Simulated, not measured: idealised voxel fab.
This is a process module. Its name is voxel quadruple lines.
For reference, the cross-section in this document is cut, with width 190 nm and square cells of 5 nm.
Heads up, the way a cross-section reads in here is a grid of square cells, handed over as bands from the top down, with every band being one or more rows of cells. It is stipulated that each band's entry specify, in nanometres, the height of the top of the band and then that of its bottom, followed by the materials of the band in left-to-right sequence, each together with its width in nanometres. A single material marked by the word "everywhere" is understood to fill the band from edge to edge; the word "air" is understood to denote empty space. Height is counted from the level 0, under which the received wafer is composed throughout of one material. The lowest of the bands is not closed at the bottom but continues downward, in the notation "from 0 down". Graded width ("30->40"): value in top row of band = first number; value in bottom row = second number; row-to-row change constant. No cell of the cross-section changed in a step that is given as "nothing changed". If an empty space has no open way to the top and is at least 8 cells in size, "Internal closed voids" lists it, written width x height at distance, where distance is measured from the left edge and every value is in nm. What comes after the settings on a step's line is commentary from the simulator itself on that step. "overlay nm" on a masked step: distance the mask lay right of its planned place, negative for left.
# Here's what the planned process steps look like
1 RECEIVE,material Si
2 CONFORMAL_DEP,material SiO2,thk nm 5
3 DIRECTIONAL_DEP,material Ru,thk nm 10
4 DIRECTIONAL_DEP,material polySi,thk nm 15
5 DIRECTIONAL_DEP,material aC,thk nm 25
6 PATTERN,tone cover,mask id MANDREL,material resist,width nm 30,thk nm 30,overlay nm -15
7 DIRECTIONAL_ETCH,etch materials aC,depth nm 25
8 STRIP,etch materials resist
9 CONFORMAL_DEP,material SiO2,thk nm 10
10 DIRECTIONAL_ETCH,etch materials SiO2,depth nm 10
11 STRIP,etch materials aC
12 DIRECTIONAL_ETCH,etch materials polySi,depth nm 15
13 STRIP,etch materials SiO2
14 CONFORMAL_DEP,material SiCN,thk nm 10
15 DIRECTIONAL_ETCH,etch materials SiCN,depth nm 10
16 STRIP,etch materials polySi
17 DIRECTIONAL_ETCH,etch materials Ru,depth nm 10
18 STRIP,etch materials SiCN
The plan shows the overlay nm of step 6 as the first wafer had it; this setting differs between the wafers, which start out alike.
# First of several wafers (as received, post step 1), cross-sectional view
> from 0 down | Si everywhere
> Internal closed voids: none
# Cross-section after step 18, the final step of the module, for the first of several wafers
> from 15 to 5 | air 45 nm / Ru 10 nm / air 10 nm / Ru 10 nm / air 10 nm / Ru 10 nm / air 10 nm / Ru 10 nm / air 75 nm
> from 5 to 0 | SiO2 everywhere
> from 0 down | Si everywhere
> Internal closed voids: none
# X-section, last wafer, module end
> from 15 to 5 | air 75 nm / Ru 10 nm / air 10 nm / Ru 10 nm / air 10 nm / Ru 10 nm / air 10 nm / Ru 10 nm / air 45 nm
> from 5 to 0 | SiO2 everywhere
> from 0 down | Si everywhere
> Internal closed voids: none
# Row per wafer, end-of-module: cell gain (+)/loss (-) by material since the wafer came in, then closed voids
overlay nm -15; +16 Ru; +38 SiO2; Internal closed voids: none
overlay nm -10; +16 Ru; +38 SiO2; Internal closed voids: none
overlay nm -5; +16 Ru; +38 SiO2; Internal closed voids: none
overlay nm 0; +16 Ru; +38 SiO2; Internal closed voids: none
overlay nm 5; +16 Ru; +38 SiO2; Internal closed voids: none
overlay nm 10; +16 Ru; +38 SiO2; Internal closed voids: none
overlay nm 15; +16 Ru; +38 SiO2; Internal closed voids: none
